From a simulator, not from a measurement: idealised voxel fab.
This is a process module. Its name is voxel gate over fins.
Square cell edge 5 nm, section width 205 nm, ID cut.
Square cells in a grid make up a cross-section in this document, and the grid is given as bands, listed from the top down, each one or more rows of cells.
A band entry consists of two parts. The first gives the height of the band's top and the height of its bottom, in nm. The rest lists the band's materials from left to right, each with its width in nm. A single material labelled with the word "edge to edge" fills the band from edge to edge, and the word "empty" marks empty space.
Ref level 0: as-received wafer is one material below here. Bottom band extends down with no lower bound ("top 0, no bottom").
It should be noted that a width expressed as "30->40" varies in equal increments from row to row of cells within the band, taking the value of the first number at the top row and that of the second number at the bottom row.
"identical to before" for a step: no cell of the cross-section changed in that step.
"Enclosed empty spaces" specifies each empty space that is not open to the top and that occupies no fewer than 8 cells, using the form width x height at distance, the distance measured from the left edge and all three quantities in nm.
Post-settings text on a step line: simulator's own remark regarding the step.
"overlay nm", when on a step's line for a step with a mask, measures how far to the right of its planned place the mask lay; a negative measure means to the left.
PROCESS STEPS - PLAN
| 1 | RECEIVE, material Si |
| 2 | CONFORMAL_DEP, material SiN, thk nm 5 |
| 3 | PATTERN, tone cover, mask id FINS, material resist, width nm 15, pitch nm 45, thk nm 20, overlay nm 0 |
| 4 | DIRECTIONAL_ETCH, etch materials SiN, depth nm 5 |
| 5 | DIRECTIONAL_ETCH, etch materials Si, depth nm 30 |
| 6 | STRIP, etch materials resist |
| 7 | FILL_DEP, material SiO2, thk nm 5 |
| 8 | CMP, height nm 5 |
| 9 | SELECTIVE_ETCH, etch materials SiO2, depth nm 20 |
| 10 | STRIP, etch materials SiN |
| 11 | CONFORMAL_DEP, material HfO2, thk nm 5 |
| 12 | CONFORMAL_DEP, material TiN, thk nm 5 |
| 13 | CONFORMAL_DEP, material TiAl, thk nm 5 |
| 14 | CONFORMAL_DEP, material TiN, thk nm 5 |
| 15 | FILL_DEP, material W, thk nm 15 |
| 16 | CMP, height nm 30 |
| 17 | CONFORMAL_DEP, material SiN, thk nm 10 |
CONCERNING THE FIRST OF TWO WAFERS, WHICH WAS RUN IN ACCORDANCE WITH THE PLAN
WAFER AS RECEIVED: CROSS-SECTION FOLLOWING STEP 1
* top 0, no bottom = Si edge to edge
* Enclosed empty spaces: none
AFTER STEP 2: WAFER CROSS-SECTION
* top 5, bottom 0 = SiN edge to edge
* Unchanged below 0.
AFTER STEP 3: WAFER CROSS-SECTION
* top 25, bottom 5 = empty=70 | resist=15 | empty=30 | resist=15 | empty=75
* Unchanged below 5.
AFTER STEP 4: WAFER CROSS-SECTION
* top 25, bottom 5 = empty=70 | resist=15 | empty=30 | resist=15 | empty=75
* top 5, bottom 0 = empty=70 | SiN=15 | empty=30 | SiN=15 | empty=75
* Unchanged below 0.
AFTER STEP 5: WAFER CROSS-SECTION
* top 25, bottom 5 = empty=70 | resist=15 | empty=30 | resist=15 | empty=75
* top 5, bottom 0 = empty=70 | SiN=15 | empty=30 | SiN=15 | empty=75
* top 0, bottom -30 = empty=70 | Si=15 | empty=30 | Si=15 | empty=75
* Unchanged below -30.
AFTER STEP 6: WAFER CROSS-SECTION
* top 5, bottom 0 = empty=70 | SiN=15 | empty=30 | SiN=15 | empty=75
* Unchanged below 0.
AFTER STEP 7: WAFER CROSS-SECTION
* top 10, bottom 5 = SiO2 edge to edge
* top 5, bottom 0 = SiO2=70 | SiN=15 | SiO2=30 | SiN=15 | SiO2=75
* top 0, bottom -30 = SiO2=70 | Si=15 | SiO2=30 | Si=15 | SiO2=75
* Unchanged below -30.
AFTER STEP 8: WAFER CROSS-SECTION
* top 5, bottom 0 = SiO2=70 | SiN=15 | SiO2=30 | SiN=15 | SiO2=75
* Unchanged below 0.
AFTER STEP 9: WAFER CROSS-SECTION
* top 5, bottom 0 = empty=70 | SiN=15 | empty=30 | SiN=15 | empty=75
* top 0, bottom -15 = empty=70 | Si=15 | empty=30 | Si=15 | empty=75
* Unchanged below -15.
AFTER STEP 10: WAFER CROSS-SECTION
* top 0, bottom -15 = empty=70 | Si=15 | empty=30 | Si=15 | empty=75
* Unchanged below -15.
AFTER STEP 11: WAFER CROSS-SECTION
* top 5, bottom 0 = empty=65 | HfO2=25 | empty=20 | HfO2=25 | empty=70
* top 0, bottom -10 = empty=65 | HfO2=5 | Si=15 | HfO2=5 | empty=20 | HfO2=5 | Si=15 | HfO2=5 | empty=70
* top -10, bottom -15 = HfO2=70 | Si=15 | HfO2=30 | Si=15 | HfO2=75
* Unchanged below -15.
AFTER STEP 12: WAFER CROSS-SECTION
* top 10, bottom 5 = empty=60 | TiN=35 | empty=10 | TiN=35 | empty=65
* top 5, bottom 0 = empty=60 | TiN=5 | HfO2=25 | TiN=5 | empty=10 | TiN=5 | HfO2=25 | TiN=5 | empty=65
* top 0, bottom -5 = empty=60 | TiN=5 | HfO2=5 | Si=15 | HfO2=5 | TiN=5 | empty=10 | TiN=5 | HfO2=5 | Si=15 | HfO2=5 | TiN=5 | empty=65
* top -5, bottom -10 = TiN=65 | HfO2=5 | Si=15 | HfO2=5 | TiN=20 | HfO2=5 | Si=15 | HfO2=5 | TiN=70
* Unchanged below -10.
AFTER STEP 13: WAFER CROSS-SECTION
* top 15, bottom 10 = empty=55 | TiAl=90 | empty=60
* top 10, bottom 5 = empty=55 | TiAl=5 | TiN=35 | TiAl=10 | TiN=35 | TiAl=5 | empty=60
* top 5, bottom 0 = empty=55 | TiAl=5 | TiN=5 | HfO2=25 | TiN=5 | TiAl=10 | TiN=5 | HfO2=25 | TiN=5 | TiAl=5 | empty=60
* top 0, bottom -5 = TiAl=60 | TiN=5 | HfO2=5 | Si=15 | HfO2=5 | TiN=5 | TiAl=10 | TiN=5 | HfO2=5 | Si=15 | HfO2=5 | TiN=5 | TiAl=65
* Unchanged below -5.
AFTER STEP 14: WAFER CROSS-SECTION
* top 20, bottom 15 = empty=50 | TiN=100 | empty=55
* top 15, bottom 10 = empty=50 | TiN=5 | TiAl=90 | TiN=5 | empty=55
* top 10, bottom 5 = empty=50 | TiN=5 | TiAl=5 | TiN=35 | TiAl=10 | TiN=35 | TiAl=5 | TiN=5 | empty=55
* top 5, bottom 0 = TiN=55 | TiAl=5 | TiN=5 | HfO2=25 | TiN=5 | TiAl=10 | TiN=5 | HfO2=25 | TiN=5 | TiAl=5 | TiN=60
* Unchanged below 0.
AFTER STEP 15: WAFER CROSS-SECTION
* top 35, bottom 20 = W edge to edge
* top 20, bottom 15 = W=50 | TiN=100 | W=55
* top 15, bottom 10 = W=50 | TiN=5 | TiAl=90 | TiN=5 | W=55
* top 10, bottom 5 = W=50 | TiN=5 | TiAl=5 | TiN=35 | TiAl=10 | TiN=35 | TiAl=5 | TiN=5 | W=55
* Unchanged below 5.
AFTER STEP 16: WAFER CROSS-SECTION
* top 30, bottom 20 = W edge to edge
* Unchanged below 20.
AFTER STEP 17: WAFER CROSS-SECTION
* top 40, bottom 30 = SiN edge to edge
* Unchanged below 30.
IT IS TO BE NOTED THAT THE SECOND WAFER PROCEEDED FROM THE SAME INITIAL STATE AND ACCORDING TO THE SAME PLAN AS THE FIRST, ALTHOUGH ONE MISTAKE WAS COMMITTED IN ITS EXECUTION; THROUGH STEP 4, INCLUSIVE, THE TWO WAFERS SHARE AN IDENTICAL HISTORY
CROSS-SECTION: SECOND WAFER, TIME AT WHICH STEP 5 WAS SCHEDULED TO END
* top 25, bottom 5 = empty=70 | resist=15 | empty=30 | resist=15 | empty=75
* top 5, bottom 0 = empty=70 | SiN=15 | empty=30 | SiN=15 | empty=75
* top 0, bottom -60 = empty=70 | Si=15 | empty=30 | Si=15 | empty=75
* Unchanged below -60.
CROSS-SECTION: SECOND WAFER, TIME AT WHICH STEP 6 WAS SCHEDULED TO END
* top 5, bottom 0 = empty=70 | SiN=15 | empty=30 | SiN=15 | empty=75
* Unchanged below 0.
CROSS-SECTION: SECOND WAFER, TIME AT WHICH STEP 7 WAS SCHEDULED TO END
* top 10, bottom 5 = SiO2 edge to edge
* top 5, bottom 0 = SiO2=70 | SiN=15 | SiO2=30 | SiN=15 | SiO2=75
* top 0, bottom -60 = SiO2=70 | Si=15 | SiO2=30 | Si=15 | SiO2=75
* Unchanged below -60.
CROSS-SECTION: SECOND WAFER, TIME AT WHICH STEP 8 WAS SCHEDULED TO END
* top 5, bottom 0 = SiO2=70 | SiN=15 | SiO2=30 | SiN=15 | SiO2=75
* Unchanged below 0.
CROSS-SECTION: SECOND WAFER, TIME AT WHICH STEP 9 WAS SCHEDULED TO END
* top 5, bottom 0 = empty=70 | SiN=15 | empty=30 | SiN=15 | empty=75
* top 0, bottom -15 = empty=70 | Si=15 | empty=30 | Si=15 | empty=75
* Unchanged below -15.
CROSS-SECTION: SECOND WAFER, TIME AT WHICH STEP 10 WAS SCHEDULED TO END
* top 0, bottom -15 = empty=70 | Si=15 | empty=30 | Si=15 | empty=75
* Unchanged below -15.
CROSS-SECTION: SECOND WAFER, TIME AT WHICH STEP 11 WAS SCHEDULED TO END
* top 5, bottom 0 = empty=65 | HfO2=25 | empty=20 | HfO2=25 | empty=70
* top 0, bottom -10 = empty=65 | HfO2=5 | Si=15 | HfO2=5 | empty=20 | HfO2=5 | Si=15 | HfO2=5 | empty=70
* top -10, bottom -15 = HfO2=70 | Si=15 | HfO2=30 | Si=15 | HfO2=75
* Unchanged below -15.
CROSS-SECTION: SECOND WAFER, TIME AT WHICH STEP 12 WAS SCHEDULED TO END
* top 10, bottom 5 = empty=60 | TiN=35 | empty=10 | TiN=35 | empty=65
* top 5, bottom 0 = empty=60 | TiN=5 | HfO2=25 | TiN=5 | empty=10 | TiN=5 | HfO2=25 | TiN=5 | empty=65
* top 0, bottom -5 = empty=60 | TiN=5 | HfO2=5 | Si=15 | HfO2=5 | TiN=5 | empty=10 | TiN=5 | HfO2=5 | Si=15 | HfO2=5 | TiN=5 | empty=65
* top -5, bottom -10 = TiN=65 | HfO2=5 | Si=15 | HfO2=5 | TiN=20 | HfO2=5 | Si=15 | HfO2=5 | TiN=70
* Unchanged below -10.
CROSS-SECTION: SECOND WAFER, TIME AT WHICH STEP 13 WAS SCHEDULED TO END
* top 15, bottom 10 = empty=55 | TiAl=90 | empty=60
* top 10, bottom 5 = empty=55 | TiAl=5 | TiN=35 | TiAl=10 | TiN=35 | TiAl=5 | empty=60
* top 5, bottom 0 = empty=55 | TiAl=5 | TiN=5 | HfO2=25 | TiN=5 | TiAl=10 | TiN=5 | HfO2=25 | TiN=5 | TiAl=5 | empty=60
* top 0, bottom -5 = TiAl=60 | TiN=5 | HfO2=5 | Si=15 | HfO2=5 | TiN=5 | TiAl=10 | TiN=5 | HfO2=5 | Si=15 | HfO2=5 | TiN=5 | TiAl=65
* Unchanged below -5.
CROSS-SECTION: SECOND WAFER, TIME AT WHICH STEP 14 WAS SCHEDULED TO END
* top 20, bottom 15 = empty=50 | TiN=100 | empty=55
* top 15, bottom 10 = empty=50 | TiN=5 | TiAl=90 | TiN=5 | empty=55
* top 10, bottom 5 = empty=50 | TiN=5 | TiAl=5 | TiN=35 | TiAl=10 | TiN=35 | TiAl=5 | TiN=5 | empty=55
* top 5, bottom 0 = TiN=55 | TiAl=5 | TiN=5 | HfO2=25 | TiN=5 | TiAl=10 | TiN=5 | HfO2=25 | TiN=5 | TiAl=5 | TiN=60
* Unchanged below 0.
CROSS-SECTION: SECOND WAFER, TIME AT WHICH STEP 15 WAS SCHEDULED TO END
* top 35, bottom 20 = W edge to edge
* top 20, bottom 15 = W=50 | TiN=100 | W=55
* top 15, bottom 10 = W=50 | TiN=5 | TiAl=90 | TiN=5 | W=55
* top 10, bottom 5 = W=50 | TiN=5 | TiAl=5 | TiN=35 | TiAl=10 | TiN=35 | TiAl=5 | TiN=5 | W=55
* Unchanged below 5.
CROSS-SECTION: SECOND WAFER, TIME AT WHICH STEP 16 WAS SCHEDULED TO END
* top 30, bottom 20 = W edge to edge
* Unchanged below 20.
CROSS-SECTION: SECOND WAFER, TIME AT WHICH STEP 17 WAS SCHEDULED TO END
* top 40, bottom 30 = SiN edge to edge
* Unchanged below 30.
Short version of what went wrong: twice over, step 5 of the plan was run
Wrapping up, a cell-based count of both wafers puts the second over or under the first for these materials: 210 fewer of Si; 210 more of SiO2
